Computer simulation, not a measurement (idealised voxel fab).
Process module, titled voxel plated lines
For reference, the cross-section in this document is cut, with width 245 nm and square cells of 5 nm.
Cross-sections here: square-cell grids, written as top-down lists of bands, a band being one or more rows of cells.
Read a band's entry like this: the first values are the height of its top and the height of its bottom in nm, and what follows is the sequence of materials from left to right, each with its width in nm. Note that "air" is empty space, and that a single material marked "edge to edge" reaches across the band from edge to edge.
Zero point of the height axis is 0; under it, received wafer = one material. Lowest band: continues down indefinitely, "0 nm and below".
Quick explanation for "30 to 40": the width changes in equal steps down the rows of cells, from the first number in the band's top row to the second number in its bottom row.
Key: "no modification" - step with no changed cell in the cross-section.
Tabulated closed voids: empty space of 8 cells or more with no open way to the top, each as width x height at its distance from the left edge, in nm
What comes after the settings on a step's line is commentary from the simulator itself on that step.
overlay nm: how far to the right of its planned place the mask lay on this masked step (negative: to the left).
## Intended process steps
1,RECEIVE (material Si)
2,CONFORMAL_DEP (material SiO2; thk nm 5)
3,DIRECTIONAL_DEP (material TiN; thk nm 5)
4,PATTERN (tone open; mask id LINES; material resist; width nm 20; pitch nm 35; thk nm 40; overlay nm 0)
5,EPI (material Ru; thk nm 5)
6,EPI (material Ru; thk nm 5)
7,EPI (material Ru; thk nm 5)
8,STRIP (etch materials resist)
9,DIRECTIONAL_ETCH (etch materials TiN; depth nm 5)
10,CONFORMAL_DEP (material SiCN; thk nm 10)
## Here's what the wafer looked like in cross-section when it arrived - that's after step 1
- 0 nm and below = Si edge to edge
- Tabulated closed voids: none
## What the wafer looks like in cross-section after this module, when it starts as shown above and follows the plan above but one mistake is made in running it
- 35 nm to 25 nm = air 70  SiCN 110  air 65
- 25 nm to 15 nm = air 70  SiCN 10  Ru 20  SiCN 15  Ru 20  SiCN 15  Ru 20  SiCN 10  air 65
- 15 nm to 10 nm = SiCN 80  Ru 20  SiCN 15  Ru 20  SiCN 15  Ru 20  SiCN 75
- 10 nm to 5 nm = SiCN 80  TiN 20  SiCN 15  TiN 20  SiCN 15  TiN 20  SiCN 75
- 5 nm to 0 nm = SiO2 edge to edge
- 0 nm and below = Si edge to edge
- Tabulated closed voids: none
Deviation noted in wafer processing: step 4 was run on a setting that differed from the plan, and what really ran there is PATTERN (tone open; mask id LINES; material resist; width nm 20; pitch nm 35; thk nm 40; overlay nm 5)
